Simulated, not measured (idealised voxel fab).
This section sets out a process module, namely voxel self aligned vias.
Displayed cross-section: cut, width of 270 nm, square cells sized 5 nm.
Heads up, the way a cross-section reads in here is a grid of square cells, handed over as bands from the top down, with every band being one or more rows of cells.
The entry gives the band's vertical extent as a top height and a bottom height in nm, then its horizontal make-up as materials from left to right, each with a width in nm. "air" stands for empty space; a single material marked "throughout" fills the band edge to edge.
It should be noted that heights are counted from 0, beneath which the wafer as supplied is of one material throughout, and that the lowest band possesses no lower boundary but continues downward, as written in "0 and below".
With a width like "30 to 40", each row of cells in the band differs from the next by the same amount, the top row carrying the first number and the bottom row the second.
No cell of the cross-section changed in a step that is given as "changes: none".
Entry "Voids, fully enclosed" = empty spaces >= 8 cells with no open way to the top; each as width x height at distance, distance from left edge, all nm.
What comes after the settings on a step's line is commentary from the simulator itself on that step.
"overlay nm" denotes, for a step that has a mask, the displacement of the mask to the right of its planned place, with negative values corresponding to the left.

**Set out below are the planned steps of the process**
1. RECEIVE, material Si
2. CONFORMAL_DEP, material SiO2, thk nm 15
3. CONFORMAL_DEP, material SiCN, thk nm 5
4. DIRECTIONAL_DEP, material lowk, thk nm 25
5. MASKED_ETCH, tone open, mask id LINES, width nm 30, pitch nm 70, etch materials lowk, depth nm 25, overlay nm 0
6. CONFORMAL_DEP, material TiN, thk nm 5
7. FILL_DEP, material W, thk nm 10
8. CMP, height nm 45
9. SELECTIVE_ETCH, etch materials W Ru TiN, depth nm 5
10. FILL_DEP, material SiN, thk nm 10
11. CMP, height nm 45
12. DIRECTIONAL_DEP, material lowk, thk nm 15
13. DIRECTIONAL_DEP, material aC, thk nm 15
14. PATTERN, tone open, mask id VIAS, material resist, width nm 50, pitch nm 70, thk nm 30, overlay nm 0
15. DIRECTIONAL_ETCH, etch materials aC, depth nm 15
16. STRIP, etch materials resist
17. DIRECTIONAL_ETCH, etch materials lowk, depth nm 15
18. DIRECTIONAL_ETCH, etch materials SiN, depth nm 5
19. STRIP, etch materials aC
20. CONFORMAL_DEP, material TiN, thk nm 5
21. FILL_DEP, material W, thk nm 5
22. CMP, height nm 60
23. CONFORMAL_DEP, material SiN, thk nm 5

**The first of a set of two wafers, run to plan**

**Cross-section, incoming material, after step 1**
  0 and below = Si throughout
  Voids, fully enclosed: none

**Step 2 complete: cross-section through the wafer**
  15 down to 0 = SiO2 throughout
  Everything below 0 is unchanged.

**Step 3 complete: cross-section through the wafer**
  20 down to 15 = SiCN throughout
  Everything below 15 is unchanged.

**Step 4 complete: cross-section through the wafer**
  45 down to 20 = lowk throughout
  Everything below 20 is unchanged.

**Step 5 complete: cross-section through the wafer**
  45 down to 20 = lowk: 50, air: 30, lowk: 40, air: 30, lowk: 40, air: 30, lowk: 50
  Everything below 20 is unchanged.

**Step 6 complete: cross-section through the wafer**
  50 down to 45 = TiN: 55, air: 20, TiN: 50, air: 20, TiN: 50, air: 20, TiN: 55
  45 down to 25 = lowk: 50, TiN: 5, air: 20, TiN: 5, lowk: 40, TiN: 5, air: 20, TiN: 5, lowk: 40, TiN: 5, air: 20, TiN: 5, lowk: 50
  25 down to 20 = lowk: 50, TiN: 30, lowk: 40, TiN: 30, lowk: 40, TiN: 30, lowk: 50
  Everything below 20 is unchanged.

**Step 7 complete: cross-section through the wafer**
  60 down to 50 = W throughout
  50 down to 45 = TiN: 55, W: 20, TiN: 50, W: 20, TiN: 50, W: 20, TiN: 55
  45 down to 25 = lowk: 50, TiN: 5, W: 20, TiN: 5, lowk: 40, TiN: 5, W: 20, TiN: 5, lowk: 40, TiN: 5, W: 20, TiN: 5, lowk: 50
  Everything below 25 is unchanged.

**Step 8 complete: cross-section through the wafer**
  45 down to 25 = lowk: 50, TiN: 5, W: 20, TiN: 5, lowk: 40, TiN: 5, W: 20, TiN: 5, lowk: 40, TiN: 5, W: 20, TiN: 5, lowk: 50
  Everything below 25 is unchanged.

**Step 9 complete: cross-section through the wafer**
  45 down to 40 = lowk: 50, air: 30, lowk: 40, air: 30, lowk: 40, air: 30, lowk: 50
  Everything below 40 is unchanged.

**Step 10 complete: cross-section through the wafer**
  55 down to 45 = SiN throughout
  45 down to 40 = lowk: 50, SiN: 30, lowk: 40, SiN: 30, lowk: 40, SiN: 30, lowk: 50
  Everything below 40 is unchanged.

**Step 11 complete: cross-section through the wafer**
  45 down to 40 = lowk: 50, SiN: 30, lowk: 40, SiN: 30, lowk: 40, SiN: 30, lowk: 50
  Everything below 40 is unchanged.

**Step 12 complete: cross-section through the wafer**
  60 down to 45 = lowk throughout
  Everything below 45 is unchanged.

**Step 13 complete: cross-section through the wafer**
  75 down to 60 = aC throughout
  Everything below 60 is unchanged.

**Step 14 complete: cross-section through the wafer**
  105 down to 75 = resist: 40, air: 50, resist: 20, air: 50, resist: 20, air: 50, resist: 40
  Everything below 75 is unchanged.

**Step 15 complete: cross-section through the wafer**
  90 down to 75 = resist: 40, air: 50, resist: 20, air: 50, resist: 20, air: 50, resist: 40
  75 down to 60 = aC: 40, air: 50, aC: 20, air: 50, aC: 20, air: 50, aC: 40
  Everything below 60 is unchanged.

**Step 16 complete: cross-section through the wafer**
  75 down to 60 = aC: 40, air: 50, aC: 20, air: 50, aC: 20, air: 50, aC: 40
  Everything below 60 is unchanged.

**Step 17 complete: cross-section through the wafer**
  75 down to 60 = aC: 40, air: 50, aC: 20, air: 50, aC: 20, air: 50, aC: 40
  60 down to 45 = lowk: 40, air: 50, lowk: 20, air: 50, lowk: 20, air: 50, lowk: 40
  Everything below 45 is unchanged.

**Step 18 complete: cross-section through the wafer**
  75 down to 60 = aC: 40, air: 50, aC: 20, air: 50, aC: 20, air: 50, aC: 40
  60 down to 45 = lowk: 40, air: 50, lowk: 20, air: 50, lowk: 20, air: 50, lowk: 40
  45 down to 40 = lowk: 50, air: 30, lowk: 40, air: 30, lowk: 40, air: 30, lowk: 50
  Everything below 40 is unchanged.

**Step 19 complete: cross-section through the wafer**
  60 down to 45 = lowk: 40, air: 50, lowk: 20, air: 50, lowk: 20, air: 50, lowk: 40
  Everything below 45 is unchanged.

**Step 20 complete: cross-section through the wafer**
  65 down to 60 = TiN: 45, air: 40, TiN: 30, air: 40, TiN: 30, air: 40, TiN: 45
  60 down to 50 = lowk: 40, TiN: 5, air: 40, TiN: 5, lowk: 20, TiN: 5, air: 40, TiN: 5, lowk: 20, TiN: 5, air: 40, TiN: 5, lowk: 40
  50 down to 45 = lowk: 40, TiN: 15, air: 20, TiN: 15, lowk: 20, TiN: 15, air: 20, TiN: 15, lowk: 20, TiN: 15, air: 20, TiN: 15, lowk: 40
  45 down to 40 = lowk: 50, TiN: 30, lowk: 40, TiN: 30, lowk: 40, TiN: 30, lowk: 50
  Everything below 40 is unchanged.

**Step 21 complete: cross-section through the wafer**
  70 down to 65 = W throughout
  65 down to 60 = TiN: 45, W: 40, TiN: 30, W: 40, TiN: 30, W: 40, TiN: 45
  60 down to 50 = lowk: 40, TiN: 5, W: 40, TiN: 5, lowk: 20, TiN: 5, W: 40, TiN: 5, lowk: 20, TiN: 5, W: 40, TiN: 5, lowk: 40
  50 down to 45 = lowk: 40, TiN: 15, W: 20, TiN: 15, lowk: 20, TiN: 15, W: 20, TiN: 15, lowk: 20, TiN: 15, W: 20, TiN: 15, lowk: 40
  Everything below 45 is unchanged.

**Step 22 complete: cross-section through the wafer**
  60 down to 50 = lowk: 40, TiN: 5, W: 40, TiN: 5, lowk: 20, TiN: 5, W: 40, TiN: 5, lowk: 20, TiN: 5, W: 40, TiN: 5, lowk: 40
  Everything below 50 is unchanged.

**Step 23 complete: cross-section through the wafer**
  65 down to 60 = SiN throughout
  Everything below 60 is unchanged.

**second wafer: like start, like plan, one mistake. Through step 9 it matches the first wafer**

**Look at the second wafer in cross-section at the time step 10 ought to have finished**
  55 down to 40 = lowk throughout
  Everything below 40 is unchanged.

**Look at the second wafer in cross-section at the time step 11 ought to have finished**
  45 down to 40 = lowk throughout
  Everything below 40 is unchanged.

**Look at the second wafer in cross-section at the time step 12 ought to have finished**
  60 down to 40 = lowk throughout
  Everything below 40 is unchanged.

**Look at the second wafer in cross-section at the time step 13 ought to have finished**
  75 down to 60 = aC throughout
  Everything below 60 is unchanged.

**Look at the second wafer in cross-section at the time step 14 ought to have finished**
  105 down to 75 = resist: 40, air: 50, resist: 20, air: 50, resist: 20, air: 50, resist: 40
  Everything below 75 is unchanged.

**Look at the second wafer in cross-section at the time step 15 ought to have finished**
  90 down to 75 = resist: 40, air: 50, resist: 20, air: 50, resist: 20, air: 50, resist: 40
  75 down to 60 = aC: 40, air: 50, aC: 20, air: 50, aC: 20, air: 50, aC: 40
  Everything below 60 is unchanged.

**Look at the second wafer in cross-section at the time step 16 ought to have finished**
  75 down to 60 = aC: 40, air: 50, aC: 20, air: 50, aC: 20, air: 50, aC: 40
  Everything below 60 is unchanged.

**Look at the second wafer in cross-section at the time step 17 ought to have finished**
  75 down to 60 = aC: 40, air: 50, aC: 20, air: 50, aC: 20, air: 50, aC: 40
  60 down to 45 = lowk: 40, air: 50, lowk: 20, air: 50, lowk: 20, air: 50, lowk: 40
  Everything below 45 is unchanged.

Look at the second wafer in cross-section at the time step 18 ought to have finished: changes: none

**Look at the second wafer in cross-section at the time step 19 ought to have finished**
  60 down to 45 = lowk: 40, air: 50, lowk: 20, air: 50, lowk: 20, air: 50, lowk: 40
  Everything below 45 is unchanged.

**Look at the second wafer in cross-section at the time step 20 ought to have finished**
  65 down to 60 = TiN: 45, air: 40, TiN: 30, air: 40, TiN: 30, air: 40, TiN: 45
  60 down to 50 = lowk: 40, TiN: 5, air: 40, TiN: 5, lowk: 20, TiN: 5, air: 40, TiN: 5, lowk: 20, TiN: 5, air: 40, TiN: 5, lowk: 40
  50 down to 45 = lowk: 40, TiN: 50, lowk: 20, TiN: 50, lowk: 20, TiN: 50, lowk: 40
  Everything below 45 is unchanged.

**Look at the second wafer in cross-section at the time step 21 ought to have finished**
  70 down to 65 = W throughout
  65 down to 60 = TiN: 45, W: 40, TiN: 30, W: 40, TiN: 30, W: 40, TiN: 45
  60 down to 50 = lowk: 40, TiN: 5, W: 40, TiN: 5, lowk: 20, TiN: 5, W: 40, TiN: 5, lowk: 20, TiN: 5, W: 40, TiN: 5, lowk: 40
  Everything below 50 is unchanged.

**Look at the second wafer in cross-section at the time step 22 ought to have finished**
  60 down to 50 = lowk: 40, TiN: 5, W: 40, TiN: 5, lowk: 20, TiN: 5, W: 40, TiN: 5, lowk: 20, TiN: 5, W: 40, TiN: 5, lowk: 40
  Everything below 50 is unchanged.

**Look at the second wafer in cross-section at the time step 23 ought to have finished**
  65 down to 60 = SiN throughout
  Everything below 60 is unchanged.
Heads up, the wafer didn't run the way we planned it: in deviation from the planned setting, step 10 was conducted as FILL_DEP, material lowk, thk nm 10
Final wafer comparison in cells, second versus first, more or fewer per material: -6 TiN, -12 W, +18 lowk
